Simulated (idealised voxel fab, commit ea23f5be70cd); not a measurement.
Process module heading - voxel air gaps
Xsec cut, 200 nm wide, square cell size 5 nm.
Cross-sections here: square-cell grids, written as top-down lists of bands, a band being one or more rows of cells. It is stipulated that each band's entry specify, in nanometres, the height of the top of the band and then that of its bottom, followed by the materials of the band in left-to-right sequence, each together with its width in nanometres. A single material marked by the word "throughout" is understood to fill the band from edge to edge; the word "empty" is understood to denote empty space. Counting heights begins at 0, where everything beneath is, in the wafer as received, one material. The lowest band has no bottom; it goes on downwards, as "0 down" shows. Width "30..40": first value at the band's top row of cells, second value at its bottom row, equal change from row to row. No cell of the cross-section changed in a step that is given as "nothing different". The entry "Closed void list" lists the empty spaces that cover at least 8 cells and have no open path to the top. Each is written as width x height at distance, where the distance is measured from the left edge and all three values are in nm. Read whatever lies past the settings on a step's line as the simulator's own remark about the step. overlay nm: mask right of planned place by this much (step with mask). Neg. = left.

# Here's what the planned process steps look like
1. RECEIVE,material Si
2. CONFORMAL_DEP,material SiO2,thk nm 15
3. CONFORMAL_DEP,material SiN,thk nm 5
4. DIRECTIONAL_DEP,material SiO2,thk nm 35
5. DIRECTIONAL_DEP,material aC,thk nm 15
6. PATTERN,tone open,mask id LINES,material resist,width nm 15,pitch nm 40,thk nm 35,overlay nm 0
7. DIRECTIONAL_ETCH,etch materials aC,depth nm 15
8. STRIP,etch materials resist
9. DIRECTIONAL_ETCH,etch materials SiO2,depth nm 35
10. STRIP,etch materials aC
11. CONFORMAL_DEP,material TiN,thk nm 5
12. FILL_DEP,material W,thk nm 5
13. CMP,height nm 55
14. EPI,material Ru,thk nm 10
15. SELECTIVE_ETCH,etch materials SiO2,depth nm 45
16. CONFORMAL_DEP,material SiCN,thk nm 5

# The first of two wafers, run as planned

# This is the cross-section of the wafer as we received it, i.e. after step 1
  0 down | Si throughout
  Closed void list: none

# Upon completion of step 2, the wafer appears in cross-section as shown
  15 to 0 | SiO2 throughout
  Below 0, the layers are the same as they were.

# Upon completion of step 3, the wafer appears in cross-section as shown
  20 to 15 | SiN throughout
  Below 15, the layers are the same as they were.

# Upon completion of step 4, the wafer appears in cross-section as shown
  55 to 20 | SiO2 throughout
  Below 20, the layers are the same as they were.

# Upon completion of step 5, the wafer appears in cross-section as shown
  70 to 55 | aC throughout
  Below 55, the layers are the same as they were.

# Upon completion of step 6, the wafer appears in cross-section as shown
  105 to 70 | 50 nm resist / 15 nm empty / 25 nm resist / 15 nm empty / 25 nm resist / 15 nm empty / 55 nm resist
  Below 70, the layers are the same as they were.

# Upon completion of step 7, the wafer appears in cross-section as shown
  90 to 70 | 50 nm resist / 15 nm empty / 25 nm resist / 15 nm empty / 25 nm resist / 15 nm empty / 55 nm resist
  70 to 55 | 50 nm aC / 15 nm empty / 25 nm aC / 15 nm empty / 25 nm aC / 15 nm empty / 55 nm aC
  Below 55, the layers are the same as they were.

# Upon completion of step 8, the wafer appears in cross-section as shown
  70 to 55 | 50 nm aC / 15 nm empty / 25 nm aC / 15 nm empty / 25 nm aC / 15 nm empty / 55 nm aC
  Below 55, the layers are the same as they were.

# Upon completion of step 9, the wafer appears in cross-section as shown
  70 to 55 | 50 nm aC / 15 nm empty / 25 nm aC / 15 nm empty / 25 nm aC / 15 nm empty / 55 nm aC
  55 to 20 | 50 nm SiO2 / 15 nm empty / 25 nm SiO2 / 15 nm empty / 25 nm SiO2 / 15 nm empty / 55 nm SiO2
  Below 20, the layers are the same as they were.

# Upon completion of step 10, the wafer appears in cross-section as shown
  55 to 20 | 50 nm SiO2 / 15 nm empty / 25 nm SiO2 / 15 nm empty / 25 nm SiO2 / 15 nm empty / 55 nm SiO2
  Below 20, the layers are the same as they were.

# Upon completion of step 11, the wafer appears in cross-section as shown
  60 to 55 | 55 nm TiN / 5 nm empty / 35 nm TiN / 5 nm empty / 35 nm TiN / 5 nm empty / 60 nm TiN
  55 to 25 | 50 nm SiO2 / 5 nm TiN / 5 nm empty / 5 nm TiN / 25 nm SiO2 / 5 nm TiN / 5 nm empty / 5 nm TiN / 25 nm SiO2 / 5 nm TiN / 5 nm empty / 5 nm TiN / 55 nm SiO2
  25 to 20 | 50 nm SiO2 / 15 nm TiN / 25 nm SiO2 / 15 nm TiN / 25 nm SiO2 / 15 nm TiN / 55 nm SiO2
  Below 20, the layers are the same as they were.

# Upon completion of step 12, the wafer appears in cross-section as shown
  65 to 60 | W throughout
  60 to 55 | 55 nm TiN / 5 nm W / 35 nm TiN / 5 nm W / 35 nm TiN / 5 nm W / 60 nm TiN
  55 to 25 | 50 nm SiO2 / 5 nm TiN / 5 nm W / 5 nm TiN / 25 nm SiO2 / 5 nm TiN / 5 nm W / 5 nm TiN / 25 nm SiO2 / 5 nm TiN / 5 nm W / 5 nm TiN / 55 nm SiO2
  Below 25, the layers are the same as they were.

# Upon completion of step 13, the wafer appears in cross-section as shown
  55 to 25 | 50 nm SiO2 / 5 nm TiN / 5 nm W / 5 nm TiN / 25 nm SiO2 / 5 nm TiN / 5 nm W / 5 nm TiN / 25 nm SiO2 / 5 nm TiN / 5 nm W / 5 nm TiN / 55 nm SiO2
  Below 25, the layers are the same as they were.

# Upon completion of step 14, the wafer appears in cross-section as shown
  65 to 55 | 40 nm empty / 35 nm Ru / 5 nm empty / 35 nm Ru / 5 nm empty / 35 nm Ru / 45 nm empty
  Below 55, the layers are the same as they were.

# Upon completion of step 15, the wafer appears in cross-section as shown
  65 to 55 | 40 nm empty / 35 nm Ru / 5 nm empty / 35 nm Ru / 5 nm empty / 35 nm Ru / 45 nm empty
  55 to 25 | 50 nm empty / 5 nm TiN / 5 nm W / 5 nm TiN / 25 nm empty / 5 nm TiN / 5 nm W / 5 nm TiN / 25 nm empty / 5 nm TiN / 5 nm W / 5 nm TiN / 55 nm empty
  25 to 20 | 50 nm empty / 15 nm TiN / 25 nm empty / 15 nm TiN / 25 nm empty / 15 nm TiN / 55 nm empty
  Below 20, the layers are the same as they were.

# Upon completion of step 16, the wafer appears in cross-section as shown
  70 to 65 | 35 nm empty / 125 nm SiCN / 40 nm empty
  65 to 55 | 35 nm empty / 5 nm SiCN / 35 nm Ru / 5 nm SiCN / 35 nm Ru / 5 nm SiCN / 35 nm Ru / 5 nm SiCN / 40 nm empty
  55 to 50 | 35 nm empty / 15 nm SiCN / 5 nm TiN / 5 nm W / 5 nm TiN / 25 nm SiCN / 5 nm TiN / 5 nm W / 5 nm TiN / 25 nm SiCN / 5 nm TiN / 5 nm W / 5 nm TiN / 15 nm SiCN / 40 nm empty
  50 to 25 | 45 nm empty / 5 nm SiCN / 5 nm TiN / 5 nm W / 5 nm TiN / 5 nm SiCN / 15 nm empty / 5 nm SiCN / 5 nm TiN / 5 nm W / 5 nm TiN / 5 nm SiCN / 15 nm empty / 5 nm SiCN / 5 nm TiN / 5 nm W / 5 nm TiN / 5 nm SiCN / 50 nm empty
  25 to 20 | 50 nm SiCN / 15 nm TiN / 25 nm SiCN / 15 nm TiN / 25 nm SiCN / 15 nm TiN / 55 nm SiCN
  Below 20, the layers are the same as they were.
  Closed void list: 15 x 25 at 70; 15 x 25 at 110

# Wafer two of the pair: same origin, same plan, one error during the run; identical to wafer one up to and including step 5

# Planned end of step 6: second wafer, cross-section
  105 to 70 | 50 nm empty / 15 nm resist / 25 nm empty / 15 nm resist / 25 nm empty / 15 nm resist / 55 nm empty
  Below 70, the layers are the same as they were.

# Planned end of step 7: second wafer, cross-section
  90 to 70 | 50 nm empty / 15 nm resist / 25 nm empty / 15 nm resist / 25 nm empty / 15 nm resist / 55 nm empty
  70 to 55 | 50 nm empty / 15 nm aC / 25 nm empty / 15 nm aC / 25 nm empty / 15 nm aC / 55 nm empty
  Below 55, the layers are the same as they were.

# Planned end of step 8: second wafer, cross-section
  70 to 55 | 50 nm empty / 15 nm aC / 25 nm empty / 15 nm aC / 25 nm empty / 15 nm aC / 55 nm empty
  Below 55, the layers are the same as they were.

# Planned end of step 9: second wafer, cross-section
  70 to 55 | 50 nm empty / 15 nm aC / 25 nm empty / 15 nm aC / 25 nm empty / 15 nm aC / 55 nm empty
  55 to 20 | 50 nm empty / 15 nm SiO2 / 25 nm empty / 15 nm SiO2 / 25 nm empty / 15 nm SiO2 / 55 nm empty
  Below 20, the layers are the same as they were.

# Planned end of step 10: second wafer, cross-section
  55 to 20 | 50 nm empty / 15 nm SiO2 / 25 nm empty / 15 nm SiO2 / 25 nm empty / 15 nm SiO2 / 55 nm empty
  Below 20, the layers are the same as they were.

# Planned end of step 11: second wafer, cross-section
  60 to 55 | 45 nm empty / 25 nm TiN / 15 nm empty / 25 nm TiN / 15 nm empty / 25 nm TiN / 50 nm empty
  55 to 25 | 45 nm empty / 5 nm TiN / 15 nm SiO2 / 5 nm TiN / 15 nm empty / 5 nm TiN / 15 nm SiO2 / 5 nm TiN / 15 nm empty / 5 nm TiN / 15 nm SiO2 / 5 nm TiN / 50 nm empty
  25 to 20 | 50 nm TiN / 15 nm SiO2 / 25 nm TiN / 15 nm SiO2 / 25 nm TiN / 15 nm SiO2 / 55 nm TiN
  Below 20, the layers are the same as they were.

# Planned end of step 12: second wafer, cross-section
  65 to 60 | W throughout
  60 to 55 | 45 nm W / 25 nm TiN / 15 nm W / 25 nm TiN / 15 nm W / 25 nm TiN / 50 nm W
  55 to 25 | 45 nm W / 5 nm TiN / 15 nm SiO2 / 5 nm TiN / 15 nm W / 5 nm TiN / 15 nm SiO2 / 5 nm TiN / 15 nm W / 5 nm TiN / 15 nm SiO2 / 5 nm TiN / 50 nm W
  Below 25, the layers are the same as they were.

# Planned end of step 13: second wafer, cross-section
  55 to 25 | 45 nm W / 5 nm TiN / 15 nm SiO2 / 5 nm TiN / 15 nm W / 5 nm TiN / 15 nm SiO2 / 5 nm TiN / 15 nm W / 5 nm TiN / 15 nm SiO2 / 5 nm TiN / 50 nm W
  Below 25, the layers are the same as they were.

# Planned end of step 14: second wafer, cross-section
  65 to 55 | Ru throughout
  Below 55, the layers are the same as they were.

Planned end of step 15: second wafer, cross-section: nothing different

# Planned end of step 16: second wafer, cross-section
  70 to 65 | SiCN throughout
  Below 65, the layers are the same as they were.
Error vs. plan: step 6: run off-plan, actual operation and settings PATTERN,tone cover,mask id LINES,material resist,width nm 15,pitch nm 40,thk nm 35,overlay nm 0
Final tally in cells, some materials are higher or lower on the second wafer than on the first: 38 more of Ru; 70 fewer of SiCN; 63 more of SiO2; 22 more of TiN; 132 more of W
Quick summary for you: first wafer finishes at 2 closed voids, second at 0.
